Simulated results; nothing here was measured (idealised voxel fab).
process module | voxel self aligned vias
cross-section cut | 225 nm wide | cells 5 nm
A cross-section is a grid of square cells, given in bands from the top down. A band is one or more rows of cells.
Each band's line starts with the height of the band's top and of its bottom, in nm. Then come its materials from left to right, each with its width in nm. One material with "throughout" fills the band from edge to edge. "air" is empty space.
Height 0 is the level under which the wafer as received is all one material. The lowest band goes on downwards, as in "0 down".
A width such as "30 to 40" changes by the same amount from each row of cells to the next, from the band's top row to its bottom row.
"no change" after a step means that no cell of the cross-section changed.
closed voids: empty space of 8 cells or more with no open way to the top, each as width x height at its distance from the left edge, in nm
after a step's settings: what the simulator itself notes on the step
overlay nm, on a step with a mask: how far to the right of its planned place the mask lay; to the left if negative
plan
1 op RECEIVE | material Si
2 op CONFORMAL_DEP | material SiO2 | thk nm 10
3 op CONFORMAL_DEP | material SiCN | thk nm 5
4 op DIRECTIONAL_DEP | material SiO2 | thk nm 20
5 op PATTERN | tone open | mask id LINES | material resist | width nm 30 | pitch nm 65 | thk nm 15 | overlay nm 0
6 op DIRECTIONAL_ETCH | etch materials SiO2 | depth nm 20
7 op STRIP | etch materials resist
8 op CONFORMAL_DEP | material TiN | thk nm 5
9 op FILL_DEP | material Ru | thk nm 10
10 op CMP | height nm 35
11 op SELECTIVE_ETCH | etch materials W Ru TiN | depth nm 5
12 op FILL_DEP | material SiN | thk nm 5
13 op CMP | height nm 35
14 op DIRECTIONAL_DEP | material SiO2 | thk nm 15
15 op PATTERN | tone open | mask id VIAS | material resist | width nm 40 | pitch nm 65 | thk nm 15 | overlay nm 0
16 op DIRECTIONAL_ETCH | etch materials SiO2 | depth nm 15
17 op DIRECTIONAL_ETCH | etch materials SiN | depth nm 5
18 op STRIP | etch materials resist
19 op CONFORMAL_DEP | material TiN | thk nm 5
20 op FILL_DEP | material Cu | thk nm 5
21 op CMP | height nm 50
22 op CONFORMAL_DEP | material SiCN | thk nm 5
first wafer, as planned
as received, after step 1
  0 down: Si throughout
  closed voids: none
after step 2
  10 to 0: SiO2 throughout
  below 0: unchanged
after step 3
  15 to 10: SiCN throughout
  below 10: unchanged
after step 4
  35 to 15: SiO2 throughout
  below 15: unchanged
after step 5
  50 to 35: resist 30 | air 30 | resist 35 | air 30 | resist 35 | air 30 | resist 35
  below 35: unchanged
after step 6
  50 to 35: resist 30 | air 30 | resist 35 | air 30 | resist 35 | air 30 | resist 35
  35 to 15: SiO2 30 | air 30 | SiO2 35 | air 30 | SiO2 35 | air 30 | SiO2 35
  below 15: unchanged
after step 7
  35 to 15: SiO2 30 | air 30 | SiO2 35 | air 30 | SiO2 35 | air 30 | SiO2 35
  below 15: unchanged
after step 8
  40 to 35: TiN 35 | air 20 | TiN 45 | air 20 | TiN 45 | air 20 | TiN 40
  35 to 20: SiO2 30 | TiN 5 | air 20 | TiN 5 | SiO2 35 | TiN 5 | air 20 | TiN 5 | SiO2 35 | TiN 5 | air 20 | TiN 5 | SiO2 35
  20 to 15: SiO2 30 | TiN 30 | SiO2 35 | TiN 30 | SiO2 35 | TiN 30 | SiO2 35
  below 15: unchanged
after step 9
  50 to 40: Ru throughout
  40 to 35: TiN 35 | Ru 20 | TiN 45 | Ru 20 | TiN 45 | Ru 20 | TiN 40
  35 to 20: SiO2 30 | TiN 5 | Ru 20 | TiN 5 | SiO2 35 | TiN 5 | Ru 20 | TiN 5 | SiO2 35 | TiN 5 | Ru 20 | TiN 5 | SiO2 35
  below 20: unchanged
after step 10
  35 to 20: SiO2 30 | TiN 5 | Ru 20 | TiN 5 | SiO2 35 | TiN 5 | Ru 20 | TiN 5 | SiO2 35 | TiN 5 | Ru 20 | TiN 5 | SiO2 35
  below 20: unchanged
after step 11
  35 to 30: SiO2 30 | air 30 | SiO2 35 | air 30 | SiO2 35 | air 30 | SiO2 35
  below 30: unchanged
after step 12
  40 to 35: SiN throughout
  35 to 30: SiO2 30 | SiN 30 | SiO2 35 | SiN 30 | SiO2 35 | SiN 30 | SiO2 35
  below 30: unchanged
after step 13
  35 to 30: SiO2 30 | SiN 30 | SiO2 35 | SiN 30 | SiO2 35 | SiN 30 | SiO2 35
  below 30: unchanged
after step 14
  50 to 35: SiO2 throughout
  below 35: unchanged
after step 15
  65 to 50: resist 25 | air 40 | resist 25 | air 40 | resist 25 | air 40 | resist 30
  below 50: unchanged
after step 16
  65 to 50: resist 25 | air 40 | resist 25 | air 40 | resist 25 | air 40 | resist 30
  50 to 35: SiO2 25 | air 40 | SiO2 25 | air 40 | SiO2 25 | air 40 | SiO2 30
  below 35: unchanged
after step 17
  65 to 50: resist 25 | air 40 | resist 25 | air 40 | resist 25 | air 40 | resist 30
  50 to 35: SiO2 25 | air 40 | SiO2 25 | air 40 | SiO2 25 | air 40 | SiO2 30
  35 to 30: SiO2 30 | air 30 | SiO2 35 | air 30 | SiO2 35 | air 30 | SiO2 35
  below 30: unchanged
after step 18
  50 to 35: SiO2 25 | air 40 | SiO2 25 | air 40 | SiO2 25 | air 40 | SiO2 30
  below 35: unchanged
after step 19
  55 to 50: TiN 30 | air 30 | TiN 35 | air 30 | TiN 35 | air 30 | TiN 35
  50 to 40: SiO2 25 | TiN 5 | air 30 | TiN 5 | SiO2 25 | TiN 5 | air 30 | TiN 5 | SiO2 25 | TiN 5 | air 30 | TiN 5 | SiO2 30
  40 to 35: SiO2 25 | TiN 10 | air 20 | TiN 10 | SiO2 25 | TiN 10 | air 20 | TiN 10 | SiO2 25 | TiN 10 | air 20 | TiN 10 | SiO2 30
  35 to 30: SiO2 30 | TiN 30 | SiO2 35 | TiN 30 | SiO2 35 | TiN 30 | SiO2 35
  below 30: unchanged
after step 20
  60 to 55: Cu throughout
  55 to 50: TiN 30 | Cu 30 | TiN 35 | Cu 30 | TiN 35 | Cu 30 | TiN 35
  50 to 40: SiO2 25 | TiN 5 | Cu 30 | TiN 5 | SiO2 25 | TiN 5 | Cu 30 | TiN 5 | SiO2 25 | TiN 5 | Cu 30 | TiN 5 | SiO2 30
  40 to 35: SiO2 25 | TiN 10 | Cu 20 | TiN 10 | SiO2 25 | TiN 10 | Cu 20 | TiN 10 | SiO2 25 | TiN 10 | Cu 20 | TiN 10 | SiO2 30
  below 35: unchanged
after step 21
  50 to 40: SiO2 25 | TiN 5 | Cu 30 | TiN 5 | SiO2 25 | TiN 5 | Cu 30 | TiN 5 | SiO2 25 | TiN 5 | Cu 30 | TiN 5 | SiO2 30
  below 40: unchanged
after step 22
  55 to 50: SiCN throughout
  below 50: unchanged
second wafer: like start, like plan, one mistake. Through step 15 it matches the first wafer
when step 16 should have ended
  65 to 50: resist 25 | air 40 | resist 25 | air 40 | resist 25 | air 40 | resist 30
  50 to 35: SiO2 25 | air 40 | SiO2 25 | air 40 | SiO2 25 | air 40 | SiO2 30
  35 to 30: SiO2 25 | air 5 | SiN 30 | air 5 | SiO2 25 | air 5 | SiN 30 | air 5 | SiO2 25 | air 5 | SiN 30 | air 5 | SiO2 30
  30 to 20: SiO2 25 | air 5 | TiN 5 | Ru 20 | TiN 5 | air 5 | SiO2 25 | air 5 | TiN 5 | Ru 20 | TiN 5 | air 5 | SiO2 25 | air 5 | TiN 5 | Ru 20 | TiN 5 | air 5 | SiO2 30
  below 20: unchanged
when step 17 should have ended
  65 to 50: resist 25 | air 40 | resist 25 | air 40 | resist 25 | air 40 | resist 30
  50 to 30: SiO2 25 | air 40 | SiO2 25 | air 40 | SiO2 25 | air 40 | SiO2 30
  below 30: unchanged
when step 18 should have ended
  50 to 30: SiO2 25 | air 40 | SiO2 25 | air 40 | SiO2 25 | air 40 | SiO2 30
  below 30: unchanged
when step 19 should have ended
  55 to 50: TiN 30 | air 30 | TiN 35 | air 30 | TiN 35 | air 30 | TiN 35
  50 to 35: SiO2 25 | TiN 5 | air 30 | TiN 5 | SiO2 25 | TiN 5 | air 30 | TiN 5 | SiO2 25 | TiN 5 | air 30 | TiN 5 | SiO2 30
  35 to 30: SiO2 25 | TiN 40 | SiO2 25 | TiN 40 | SiO2 25 | TiN 40 | SiO2 30
  30 to 20: SiO2 25 | TiN 10 | Ru 20 | TiN 10 | SiO2 25 | TiN 10 | Ru 20 | TiN 10 | SiO2 25 | TiN 10 | Ru 20 | TiN 10 | SiO2 30
  below 20: unchanged
when step 20 should have ended
  60 to 55: Cu throughout
  55 to 50: TiN 30 | Cu 30 | TiN 35 | Cu 30 | TiN 35 | Cu 30 | TiN 35
  50 to 35: SiO2 25 | TiN 5 | Cu 30 | TiN 5 | SiO2 25 | TiN 5 | Cu 30 | TiN 5 | SiO2 25 | TiN 5 | Cu 30 | TiN 5 | SiO2 30
  below 35: unchanged
when step 21 should have ended
  50 to 35: SiO2 25 | TiN 5 | Cu 30 | TiN 5 | SiO2 25 | TiN 5 | Cu 30 | TiN 5 | SiO2 25 | TiN 5 | Cu 30 | TiN 5 | SiO2 30
  below 35: unchanged
when step 22 should have ended
  55 to 50: SiCN throughout
  below 50: unchanged
what went wrong: step 16 was run twice
at the end the second wafer has, in cells: 6 more of Cu | 18 fewer of SiO2 | 12 more of TiN
